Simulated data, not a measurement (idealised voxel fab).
process module | voxel wiring stack
cross-section cut | 210 nm wide | cells 5 nm
A cross-section is a grid of square cells, given in bands from the top down. A band is one or more rows of cells.
Each band's line starts with the height of the band's top and of its bottom, in nm. Then come its materials from left to right, each with its width in nm. One material with "throughout" fills the band from edge to edge. "air" is empty space.
Height 0 is the level under which the wafer as received is all one material. The lowest band goes on downwards, as in "0 down".
A width such as "30 to 40" changes by the same amount from each row of cells to the next, from the band's top row to its bottom row.
"no change" after a step means that no cell of the cross-section changed.
closed voids: empty space of 8 cells or more with no open way to the top, each as width x height at its distance from the left edge, in nm
after a step's settings: what the simulator itself notes on the step
overlay nm, on a step with a mask: how far to the right of its planned place the mask lay; to the left if negative
plan
1 op RECEIVE | material Si
2 op CONFORMAL_DEP | material SiO2 | thk nm 10
3 op CONFORMAL_DEP | material SiCN | thk nm 5
4 op DIRECTIONAL_DEP | material SiO2 | thk nm 25
5 op MASKED_ETCH | tone open | mask id METAL_1 | width nm 30 | pitch nm 45 | etch materials SiO2 | depth nm 25 | overlay nm 0
6 op MASKED_ETCH | tone open | mask id METAL_1 | width nm 30 | pitch nm 45 | etch materials SiCN | depth nm 5 | overlay nm 0
7 op CONFORMAL_DEP | material TiN | thk nm 5
8 op FILL_DEP | material W | thk nm 10
9 op CMP | height nm 40
10 op EPI | material Ru | thk nm 5
11 op FILL_DEP | material SiCN | thk nm 5
12 op DIRECTIONAL_DEP | material SiO2 | thk nm 35
13 op DIRECTIONAL_DEP | material aC | thk nm 15
14 op PATTERN | tone open | mask id METAL_2_HOLES | material resist | width nm 15 | pitch nm 45 | thk nm 30 | overlay nm 0
15 op DIRECTIONAL_ETCH | etch materials aC | depth nm 15
16 op STRIP | etch materials resist
17 op DIRECTIONAL_ETCH | etch materials SiO2 | depth nm 35
18 op STRIP | etch materials aC
19 op PATTERN | tone open | mask id METAL_2 | material resist | width nm 30 | pitch nm 45 | thk nm 20 | overlay nm 0
20 op DIRECTIONAL_ETCH | etch materials SiO2 | depth nm 20
21 op DIRECTIONAL_ETCH | etch materials SiCN | depth nm 5
22 op STRIP | etch materials resist
23 op CONFORMAL_DEP | material TiN | thk nm 5
24 op FILL_DEP | material Cu | thk nm 10
25 op CMP | height nm 85
26 op CONFORMAL_DEP | material SiCN | thk nm 5
varied across the wafers: width nm of step 14. The plan shows the first wafer's value. All wafers start alike
first wafer as received, after step 1
  0 down: Si throughout
  closed voids: none
each wafer at the end: cells of each material gained (+) or lost (-) since it was received, then its closed voids
width nm 15 | +32 Cu | +16 Ru | +134 SiCN | +462 SiO2 | +72 TiN | +40 W | closed voids: none
width nm 20 | +40 Cu | +16 Ru | +132 SiCN | +456 SiO2 | +72 TiN | +40 W | closed voids: none
width nm 25 | +52 Cu | +16 Ru | +132 SiCN | +442 SiO2 | +74 TiN | +40 W | closed voids: none
width nm 30 | +60 Cu | +16 Ru | +130 SiCN | +436 SiO2 | +74 TiN | +40 W | closed voids: none
